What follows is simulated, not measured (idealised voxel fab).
process module | voxel air gaps
cross-section cut | 265 nm wide | cells 5 nm
A cross-section is a grid of square cells, given in bands from the top down. A band is one or more rows of cells.
Each band's line starts with the height of the band's top and of its bottom, in nm. Then come its materials from left to right, each with its width in nm. One material with "throughout" fills the band from edge to edge. "air" is empty space.
Height 0 is the level under which the wafer as received is all one material. The lowest band goes on downwards, as in "0 down".
A width such as "30 to 40" changes by the same amount from each row of cells to the next, from the band's top row to its bottom row.
"no change" after a step means that no cell of the cross-section changed.
closed voids: empty space of 8 cells or more with no open way to the top, each as width x height at its distance from the left edge, in nm
after a step's settings: what the simulator itself notes on the step
overlay nm, on a step with a mask: how far to the right of its planned place the mask lay; to the left if negative
plan
1 op RECEIVE | material Si
2 op CONFORMAL_DEP | material SiO2 | thk nm 10
3 op CONFORMAL_DEP | material SiN | thk nm 5
4 op DIRECTIONAL_DEP | material lowk | thk nm 40
5 op PATTERN | tone open | mask id LINES | material resist | width nm 20 | pitch nm 45 | thk nm 15 | overlay nm 0
6 op DIRECTIONAL_ETCH | etch materials lowk | depth nm 40
7 op STRIP | etch materials resist
8 op CONFORMAL_DEP | material TiN | thk nm 5
9 op FILL_DEP | material Cu | thk nm 5
10 op CMP | height nm 55
11 op EPI | material Ru | thk nm 10
12 op SELECTIVE_ETCH | etch materials lowk | depth nm 50
13 op CONFORMAL_DEP | material SiN | thk nm 5
as received, after step 1
  0 down: Si throughout
  closed voids: none
first wafer at the end, as planned
  70 to 65: air 40 | SiN 185 | air 40
  65 to 55: air 40 | SiN 5 | Ru 40 | SiN 5 | Ru 40 | SiN 5 | Ru 40 | SiN 5 | Ru 40 | SiN 5 | air 40
  55 to 50: air 40 | SiN 15 | TiN 5 | Cu 10 | TiN 5 | SiN 25 | TiN 5 | Cu 10 | TiN 5 | SiN 25 | TiN 5 | Cu 10 | TiN 5 | SiN 25 | TiN 5 | Cu 10 | TiN 5 | SiN 15 | air 40
  50 to 20: air 50 | SiN 5 | TiN 5 | Cu 10 | TiN 5 | SiN 5 | air 15 | SiN 5 | TiN 5 | Cu 10 | TiN 5 | SiN 5 | air 15 | SiN 5 | TiN 5 | Cu 10 | TiN 5 | SiN 5 | air 15 | SiN 5 | TiN 5 | Cu 10 | TiN 5 | SiN 5 | air 50
  20 to 15: SiN 55 | TiN 20 | SiN 25 | TiN 20 | SiN 25 | TiN 20 | SiN 25 | TiN 20 | SiN 55
  15 to 10: SiN throughout
  10 to 0: SiO2 throughout
  0 down: Si throughout
  closed voids: 15 x 30 at 80; 15 x 30 at 125; 15 x 30 at 170
second wafer at the end: like start, like plan, one mistake
  70 to 65: SiN throughout
  65 to 55: Ru throughout
  55 to 50: TiN 60 | Cu 10 | TiN 35 | Cu 10 | TiN 35 | Cu 10 | TiN 35 | Cu 10 | TiN 60
  50 to 15: lowk 55 | TiN 5 | Cu 10 | TiN 5 | lowk 25 | TiN 5 | Cu 10 | TiN 5 | lowk 25 | TiN 5 | Cu 10 | TiN 5 | lowk 25 | TiN 5 | Cu 10 | TiN 5 | lowk 55
  15 to 10: lowk 55 | TiN 20 | lowk 25 | TiN 20 | lowk 25 | TiN 20 | lowk 25 | TiN 20 | lowk 55
  10 to 5: SiN throughout
  5 to 0: SiO2 throughout
  0 down: Si throughout
  closed voids: none
what went wrong: step 2 ran as: op CONFORMAL_DEP | material SiO2 | thk nm 5
at the end the second wafer has, in cells: 8 more of Cu | 42 more of Ru | 100 fewer of SiN | 53 fewer of SiO2 | 45 more of TiN | 296 more of lowk
closed voids at the end (first wafer, second wafer): 3, 0
